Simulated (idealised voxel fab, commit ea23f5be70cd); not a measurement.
process module | voxel double patterning
cross-section cut | 220 nm wide | cells 5 nm
A cross-section is a grid of square cells, given in bands from the top down. A band is one or more rows of cells.
Each band's line starts with the height of the band's top and of its bottom, in nm. Then come its materials from left to right, each with its width in nm. One material with "throughout" fills the band from edge to edge. "air" is empty space.
Height 0 is the level under which the wafer as received is all one material. The lowest band goes on downwards, as in "0 down".
A width such as "30 to 40" changes by the same amount from each row of cells to the next, from the band's top row to its bottom row.
"no change" after a step means that no cell of the cross-section changed.
closed voids: empty space of 8 cells or more with no open way to the top, each as width x height at its distance from the left edge, in nm
after a step's settings: what the simulator itself notes on the step
overlay nm, on a step with a mask: how far to the right of its planned place the mask lay; to the left if negative
plan
1 op RECEIVE | material Si
2 op CONFORMAL_DEP | material SiO2 | thk nm 5
3 op DIRECTIONAL_DEP | material TiN | thk nm 15
4 op DIRECTIONAL_DEP | material SiCN | thk nm 10
5 op PATTERN | tone open | mask id FIRST | material resist | width nm 15 | pitch nm 50 | thk nm 15 | overlay nm 0
6 op DIRECTIONAL_ETCH | etch materials SiCN | depth nm 10
7 op STRIP | etch materials resist
8 op DIRECTIONAL_DEP | material aC | thk nm 10
9 op PATTERN | tone open | mask id SECOND | material resist | width nm 15 | thk nm 25 | overlay nm 0
10 op DIRECTIONAL_ETCH | etch materials aC | depth nm 10
11 op STRIP | etch materials resist
12 op DIRECTIONAL_ETCH | etch materials SiCN | depth nm 10
13 op STRIP | etch materials aC
14 op DIRECTIONAL_ETCH | etch materials TiN | depth nm 15
15 op STRIP | etch materials SiCN
as received, after step 1
  0 down: Si throughout
  closed voids: none
a wafer at the end: this start, this plan, one mistake
  15 to 0: TiN 75 | air 15 | TiN 10 | air 15 | TiN 10 | air 15 | TiN 80
  0 down: Si throughout
  closed voids: none
what went wrong: step 2 was left out
